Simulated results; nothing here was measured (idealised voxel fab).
The following process module bears the name voxel wiring stack.
We display cut, a cross-section 190 nm in width whose square cells are each 5 nm.
A cross-section in this document is a grid of square cells, and it is written down as bands, the top band listed before the ones below it; a band is made up of one or more rows of cells.
What a band's entry tells you: where the top is and where the bottom is, as heights in nm, and after that what lies inside, material by material from left to right, each with its width in nm. Empty space is written as the word "blank", and a single material marked with the word "throughout" occupies the band from edge to edge.
Height is counted from the level 0, under which the received wafer is composed throughout of one material. The lowest of the bands is not closed at the bottom but continues downward, in the notation "z 0 and below".
The width entry "30 to 40" should be interpreted row by row: the top row of cells in the band takes the first number, the bottom row takes the second number, and the change between adjacent rows is uniform throughout.
It should be understood that the words "nothing changed", when stated for a given step, signify that the cross-section underwent no change in any of its cells during that step.
So "Listed closed voids" is basically the list of trapped voids: any empty space of 8 cells or more that can't reach the top through an opening. They're written width x height at distance, the distance being from the left edge, and it's all nm.
That trailing text on a step's line, after the settings, is the simulator's own remark on the step.
For masked steps, "overlay nm" on the step line gives how far right of plan the mask actually lay; a minus sign means it lay to the left.

**Below is the list of planned process steps**
1: op RECEIVE | material Si
2: op CONFORMAL_DEP | material SiO2 | thk nm 15
3: op CONFORMAL_DEP | material SiN | thk nm 5
4: op DIRECTIONAL_DEP | material SiO2 | thk nm 20
5: op PATTERN | tone open | mask id METAL_1 | material resist | width nm 25 | pitch nm 40 | thk nm 20 | overlay nm 0
6: op DIRECTIONAL_ETCH | etch materials SiO2 | depth nm 20
7: op DIRECTIONAL_ETCH | etch materials SiN | depth nm 5
8: op STRIP | etch materials resist
9: op CONFORMAL_DEP | material TiN | thk nm 5
10: op FILL_DEP | material W | thk nm 5
11: op CMP | height nm 40
12: op EPI | material Ru | thk nm 5
13: op FILL_DEP | material SiCN | thk nm 5
14: op DIRECTIONAL_DEP | material SiO2 | thk nm 30
15: op DIRECTIONAL_DEP | material aC | thk nm 10
16: op PATTERN | tone open | mask id METAL_2 | material resist | width nm 25 | pitch nm 40 | thk nm 30 | overlay nm 0
17: op DIRECTIONAL_ETCH | etch materials aC | depth nm 10
18: op STRIP | etch materials resist
19: op DIRECTIONAL_ETCH | etch materials SiO2 | depth nm 15
20: op STRIP | etch materials aC
21: op PATTERN | tone open | mask id METAL_2_HOLES | material resist | width nm 15 | thk nm 15 | overlay nm 0
22: op DIRECTIONAL_ETCH | etch materials SiO2 | depth nm 15
23: op DIRECTIONAL_ETCH | etch materials SiCN | depth nm 5
24: op STRIP | etch materials resist
25: op CONFORMAL_DEP | material TiN | thk nm 5
26: op FILL_DEP | material Ru | thk nm 10
27: op CMP | height nm 80
28: op CONFORMAL_DEP | material SiCN | thk nm 5
29: op DIRECTIONAL_DEP | material SiO2 | thk nm 15
30: op DIRECTIONAL_DEP | material aC | thk nm 15
31: op PATTERN | tone open | mask id PLUG_2 | material resist | width nm 15 | thk nm 35 | overlay nm 0
32: op DIRECTIONAL_ETCH | etch materials aC | depth nm 15
33: op STRIP | etch materials resist
34: op DIRECTIONAL_ETCH | etch materials SiO2 | depth nm 15
35: op DIRECTIONAL_ETCH | etch materials SiCN | depth nm 5
36: op STRIP | etch materials aC
37: op CONFORMAL_DEP | material TiN | thk nm 5
38: op FILL_DEP | material Ru | thk nm 5
39: op CMP | height nm 100
40: op DIRECTIONAL_DEP | material TiN | thk nm 5
41: op DIRECTIONAL_DEP | material W | thk nm 20
42: op PATTERN | tone cover | mask id METAL_3 | material resist | width nm 25 | pitch nm 40 | thk nm 20 | overlay nm 0
43: op DIRECTIONAL_ETCH | etch materials W | depth nm 20
44: op DIRECTIONAL_ETCH | etch materials TiN | depth nm 5
45: op STRIP | etch materials resist
46: op CONFORMAL_DEP | material SiN | thk nm 5
47: op FILL_DEP | material SiO2 | thk nm 5
48: op CMP | height nm 125
49: op CONFORMAL_DEP | material SiCN | thk nm 5

**as received, after step 1**
- z 0 and below  Si throughout
- Listed closed voids: none

**Cross-sectional image of the first of two wafers at the end of the module, the run having proceeded as planned**
- z 130 to 125  SiCN throughout
- z 125 to 105  SiO2: 55, then SiN: 5, then W: 25, then SiN: 5, then SiO2: 5, then SiN: 5, then W: 25, then SiN: 5, then SiO2: 60
- z 105 to 100  SiN: 60, then TiN: 25, then SiN: 15, then TiN: 25, then SiN: 65
- z 100 to 85  SiO2: 60, then TiN: 5, then Ru: 5, then TiN: 5, then SiO2: 115
- z 85 to 80  SiCN: 60, then TiN: 15, then SiCN: 115
- z 80 to 70  SiO2: 60, then TiN: 5, then Ru: 15, then TiN: 5, then SiO2: 15, then TiN: 5, then Ru: 15, then TiN: 5, then SiO2: 65
- z 70 to 65  SiO2: 60, then TiN: 5, then Ru: 5, then TiN: 15, then SiO2: 15, then TiN: 25, then SiO2: 65
- z 65 to 50  SiO2: 60, then TiN: 5, then Ru: 5, then TiN: 5, then SiO2: 115
- z 50 to 45  SiCN: 60, then TiN: 15, then SiCN: 115
- z 45 to 40  SiCN: 55, then Ru: 35, then SiCN: 5, then Ru: 35, then SiCN: 60
- z 40 to 20  SiO2: 60, then TiN: 5, then W: 15, then TiN: 5, then SiO2: 15, then TiN: 5, then W: 15, then TiN: 5, then SiO2: 65
- z 20 to 15  SiN: 60, then TiN: 25, then SiN: 15, then TiN: 25, then SiN: 65
- z 15 to 0  SiO2 throughout
- z 0 and below  Si throughout
- Listed closed voids: none

**Here's the second of our two wafers sectioned at module end. Same start as the first, same plan, but one mistake got made running it**
- z 130 to 125  SiCN throughout
- z 125 to 105  SiO2: 60, then SiN: 5, then W: 20, then SiN: 5, then SiO2: 10, then SiN: 5, then W: 20, then SiN: 5, then SiO2: 60
- z 105 to 100  SiN: 65, then TiN: 20, then SiN: 20, then TiN: 20, then SiN: 65
- z 100 to 85  SiO2: 60, then TiN: 5, then Ru: 5, then TiN: 5, then SiO2: 115
- z 85 to 80  SiCN: 60, then TiN: 15, then SiCN: 115
- z 80 to 70  SiO2: 60, then TiN: 5, then Ru: 15, then TiN: 5, then SiO2: 15, then TiN: 5, then Ru: 15, then TiN: 5, then SiO2: 65
- z 70 to 65  SiO2: 60, then TiN: 5, then Ru: 5, then TiN: 15, then SiO2: 15, then TiN: 25, then SiO2: 65
- z 65 to 50  SiO2: 60, then TiN: 5, then Ru: 5, then TiN: 5, then SiO2: 115
- z 50 to 45  SiCN: 60, then TiN: 15, then SiCN: 115
- z 45 to 40  SiCN: 55, then Ru: 35, then SiCN: 5, then Ru: 35, then SiCN: 60
- z 40 to 20  SiO2: 60, then TiN: 5, then W: 15, then TiN: 5, then SiO2: 15, then TiN: 5, then W: 15, then TiN: 5, then SiO2: 65
- z 20 to 15  SiN: 60, then TiN: 25, then SiN: 15, then TiN: 25, then SiN: 65
- z 15 to 0  SiO2 throughout
- z 0 and below  Si throughout
- Listed closed voids: none
Heads up, the wafer didn't run the way we planned it: step 42 ran differently from the plan; actual operation with settings: op PATTERN | tone cover | mask id METAL_3 | material resist | width nm 20 | pitch nm 40 | thk nm 20 | overlay nm 0
The second wafer ends with more or fewer cells of some materials than the first, per final count: +2 SiN; +8 SiO2; -2 TiN; -8 W
